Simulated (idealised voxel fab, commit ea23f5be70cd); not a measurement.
Proc. module: voxel quadruple lines
Square cell edge 5 nm, section width 255 nm, ID cut.
Cross-section = grid of square cells, listed top down in bands; band = one or more rows.
Heads up on the band format: heights come first, top then bottom, in nm. After that it's the materials left to right, each with its width in nm. A single material flagged "everywhere" fills the whole band edge to edge, and "blank" means there's empty space there.
A quick word on heights: they are counted from 0, and under that level the wafer as it came to us is one material throughout. The lowest band is different from the rest in having no bottom; it simply continues downward, written as in "0 nm and below".
A width given as "30->40" starts at the first number in the band's top row and ends at the second number in its bottom row, shifting by an equal amount at every step from row to row.
"no modification", as given for a step, is the statement that not any cell of the cross-section underwent a change during that step.
"closed voids" specifies each empty space that is not open to the top and that occupies no fewer than 8 cells, using the form width x height at distance, the distance measured from the left edge and all three quantities in nm.
Text after the settings on a step's line: the simulator's own remark on that step.
overlay nm: mask right of planned place by this much (step with mask). Neg. = left.
LIST OF PLANNED PROCESS STEPS
step 1: op RECEIVE | material Si
step 2: op CONFORMAL_DEP | material Al2O3 | thk nm 10
step 3: op DIRECTIONAL_DEP | material W | thk nm 15
step 4: op DIRECTIONAL_DEP | material polySi | thk nm 15
step 5: op DIRECTIONAL_DEP | material aC | thk nm 20
step 6: op PATTERN | tone cover | mask id MANDREL | material resist | width nm 30 | thk nm 30 | overlay nm 0
step 7: op DIRECTIONAL_ETCH | etch materials aC | depth nm 20
step 8: op STRIP | etch materials resist
step 9: op CONFORMAL_DEP | material SiO2 | thk nm 10
step 10: op DIRECTIONAL_ETCH | etch materials SiO2 | depth nm 10
step 11: op STRIP | etch materials aC
step 12: op DIRECTIONAL_ETCH | etch materials polySi | depth nm 15
step 13: op STRIP | etch materials SiO2
step 14: op CONFORMAL_DEP | material SiN | thk nm 10
step 15: op DIRECTIONAL_ETCH | etch materials SiN | depth nm 10
step 16: op STRIP | etch materials polySi
step 17: op DIRECTIONAL_ETCH | etch materials W | depth nm 15
step 18: op STRIP | etch materials SiN
THE FIRST OF TWO WAFERS, RUN AS PLANNED
SO THIS IS THE INCOMING WAFER IN CROSS-SECTION - IT'S ALREADY BEEN THROUGH STEP 1
0 nm and below | Si everywhere
closed voids: none
WAFER XSEC, POST STEP 2
10 nm to 0 nm | Al2O3 everywhere
Whatever lies below 0 is exactly as it was before.
WAFER XSEC, POST STEP 3
25 nm to 10 nm | W everywhere
Whatever lies below 10 is exactly as it was before.
WAFER XSEC, POST STEP 4
40 nm to 25 nm | polySi everywhere
Whatever lies below 25 is exactly as it was before.
WAFER XSEC, POST STEP 5
60 nm to 40 nm | aC everywhere
Whatever lies below 40 is exactly as it was before.
WAFER XSEC, POST STEP 6
90 nm to 60 nm | blank 110 | resist 30 | blank 115
Whatever lies below 60 is exactly as it was before.
WAFER XSEC, POST STEP 7
70 nm to 60 nm | blank 110 | resist 30 | blank 115
60 nm to 40 nm | blank 110 | aC 30 | blank 115
Whatever lies below 40 is exactly as it was before.
WAFER XSEC, POST STEP 8
60 nm to 40 nm | blank 110 | aC 30 | blank 115
Whatever lies below 40 is exactly as it was before.
WAFER XSEC, POST STEP 9
70 nm to 60 nm | blank 100 | SiO2 50 | blank 105
60 nm to 50 nm | blank 100 | SiO2 10 | aC 30 | SiO2 10 | blank 105
50 nm to 40 nm | SiO2 110 | aC 30 | SiO2 115
Whatever lies below 40 is exactly as it was before.
WAFER XSEC, POST STEP 10
60 nm to 40 nm | blank 100 | SiO2 10 | aC 30 | SiO2 10 | blank 105
Whatever lies below 40 is exactly as it was before.
WAFER XSEC, POST STEP 11
60 nm to 40 nm | blank 100 | SiO2 10 | blank 30 | SiO2 10 | blank 105
Whatever lies below 40 is exactly as it was before.
WAFER XSEC, POST STEP 12
60 nm to 40 nm | blank 100 | SiO2 10 | blank 30 | SiO2 10 | blank 105
40 nm to 25 nm | blank 100 | polySi 10 | blank 30 | polySi 10 | blank 105
Whatever lies below 25 is exactly as it was before.
WAFER XSEC, POST STEP 13
40 nm to 25 nm | blank 100 | polySi 10 | blank 30 | polySi 10 | blank 105
Whatever lies below 25 is exactly as it was before.
WAFER XSEC, POST STEP 14
50 nm to 40 nm | blank 90 | SiN 30 | blank 10 | SiN 30 | blank 95
40 nm to 35 nm | blank 90 | SiN 10 | polySi 10 | SiN 10 | blank 10 | SiN 10 | polySi 10 | SiN 10 | blank 95
35 nm to 25 nm | SiN 100 | polySi 10 | SiN 30 | polySi 10 | SiN 105
Whatever lies below 25 is exactly as it was before.
WAFER XSEC, POST STEP 15
40 nm to 25 nm | blank 90 | SiN 10 | polySi 10 | SiN 10 | blank 10 | SiN 10 | polySi 10 | SiN 10 | blank 95
Whatever lies below 25 is exactly as it was before.
WAFER XSEC, POST STEP 16
40 nm to 25 nm | blank 90 | SiN 10 | blank 10 | SiN 10 | blank 10 | SiN 10 | blank 10 | SiN 10 | blank 95
Whatever lies below 25 is exactly as it was before.
WAFER XSEC, POST STEP 17
40 nm to 25 nm | blank 90 | SiN 10 | blank 10 | SiN 10 | blank 10 | SiN 10 | blank 10 | SiN 10 | blank 95
25 nm to 10 nm | blank 90 | W 10 | blank 10 | W 10 | blank 10 | W 10 | blank 10 | W 10 | blank 95
Whatever lies below 10 is exactly as it was before.
WAFER XSEC, POST STEP 18
25 nm to 10 nm | blank 90 | W 10 | blank 10 | W 10 | blank 10 | W 10 | blank 10 | W 10 | blank 95
Whatever lies below 10 is exactly as it was before.
IT IS TO BE NOTED THAT THE SECOND WAFER PROCEEDED FROM THE SAME INITIAL STATE AND ACCORDING TO THE SAME PLAN AS THE FIRST, ALTHOUGH ONE MISTAKE WAS COMMITTED IN ITS EXECUTION; THROUGH STEP 2, INCLUSIVE, THE TWO WAFERS SHARE AN IDENTICAL HISTORY
SECOND WAFER, SECTION VIEW, TIME POINT: SCHEDULED END OF STEP 3
40 nm to 10 nm | W everywhere
Whatever lies below 10 is exactly as it was before.
SECOND WAFER, SECTION VIEW, TIME POINT: SCHEDULED END OF STEP 4
55 nm to 40 nm | polySi everywhere
Whatever lies below 40 is exactly as it was before.
SECOND WAFER, SECTION VIEW, TIME POINT: SCHEDULED END OF STEP 5
75 nm to 55 nm | aC everywhere
Whatever lies below 55 is exactly as it was before.
SECOND WAFER, SECTION VIEW, TIME POINT: SCHEDULED END OF STEP 6
105 nm to 75 nm | blank 110 | resist 30 | blank 115
Whatever lies below 75 is exactly as it was before.
SECOND WAFER, SECTION VIEW, TIME POINT: SCHEDULED END OF STEP 7
85 nm to 75 nm | blank 110 | resist 30 | blank 115
75 nm to 55 nm | blank 110 | aC 30 | blank 115
Whatever lies below 55 is exactly as it was before.
SECOND WAFER, SECTION VIEW, TIME POINT: SCHEDULED END OF STEP 8
75 nm to 55 nm | blank 110 | aC 30 | blank 115
Whatever lies below 55 is exactly as it was before.
SECOND WAFER, SECTION VIEW, TIME POINT: SCHEDULED END OF STEP 9
85 nm to 75 nm | blank 100 | SiO2 50 | blank 105
75 nm to 65 nm | blank 100 | SiO2 10 | aC 30 | SiO2 10 | blank 105
65 nm to 55 nm | SiO2 110 | aC 30 | SiO2 115
Whatever lies below 55 is exactly as it was before.
SECOND WAFER, SECTION VIEW, TIME POINT: SCHEDULED END OF STEP 10
75 nm to 55 nm | blank 100 | SiO2 10 | aC 30 | SiO2 10 | blank 105
Whatever lies below 55 is exactly as it was before.
SECOND WAFER, SECTION VIEW, TIME POINT: SCHEDULED END OF STEP 11
75 nm to 55 nm | blank 100 | SiO2 10 | blank 30 | SiO2 10 | blank 105
Whatever lies below 55 is exactly as it was before.
SECOND WAFER, SECTION VIEW, TIME POINT: SCHEDULED END OF STEP 12
75 nm to 55 nm | blank 100 | SiO2 10 | blank 30 | SiO2 10 | blank 105
55 nm to 40 nm | blank 100 | polySi 10 | blank 30 | polySi 10 | blank 105
Whatever lies below 40 is exactly as it was before.
SECOND WAFER, SECTION VIEW, TIME POINT: SCHEDULED END OF STEP 13
55 nm to 40 nm | blank 100 | polySi 10 | blank 30 | polySi 10 | blank 105
Whatever lies below 40 is exactly as it was before.
SECOND WAFER, SECTION VIEW, TIME POINT: SCHEDULED END OF STEP 14
65 nm to 55 nm | blank 90 | SiN 30 | blank 10 | SiN 30 | blank 95
55 nm to 50 nm | blank 90 | SiN 10 | polySi 10 | SiN 10 | blank 10 | SiN 10 | polySi 10 | SiN 10 | blank 95
50 nm to 40 nm | SiN 100 | polySi 10 | SiN 30 | polySi 10 | SiN 105
Whatever lies below 40 is exactly as it was before.
SECOND WAFER, SECTION VIEW, TIME POINT: SCHEDULED END OF STEP 15
55 nm to 40 nm | blank 90 | SiN 10 | polySi 10 | SiN 10 | blank 10 | SiN 10 | polySi 10 | SiN 10 | blank 95
Whatever lies below 40 is exactly as it was before.
SECOND WAFER, SECTION VIEW, TIME POINT: SCHEDULED END OF STEP 16
55 nm to 40 nm | blank 90 | SiN 10 | blank 10 | SiN 10 | blank 10 | SiN 10 | blank 10 | SiN 10 | blank 95
Whatever lies below 40 is exactly as it was before.
SECOND WAFER, SECTION VIEW, TIME POINT: SCHEDULED END OF STEP 17
55 nm to 40 nm | blank 90 | SiN 10 | blank 10 | SiN 10 | blank 10 | SiN 10 | blank 10 | SiN 10 | blank 95
40 nm to 25 nm | blank 90 | W 10 | blank 10 | W 10 | blank 10 | W 10 | blank 10 | W 10 | blank 95
Whatever lies below 25 is exactly as it was before.
SECOND WAFER, SECTION VIEW, TIME POINT: SCHEDULED END OF STEP 18
40 nm to 25 nm | blank 90 | W 10 | blank 10 | W 10 | blank 10 | W 10 | blank 10 | W 10 | blank 95
Whatever lies below 25 is exactly as it was before.
Processing error: twice, step 3 of the plan was run
Final wafer comparison in cells, second versus first, more or fewer per material: W: 153 more
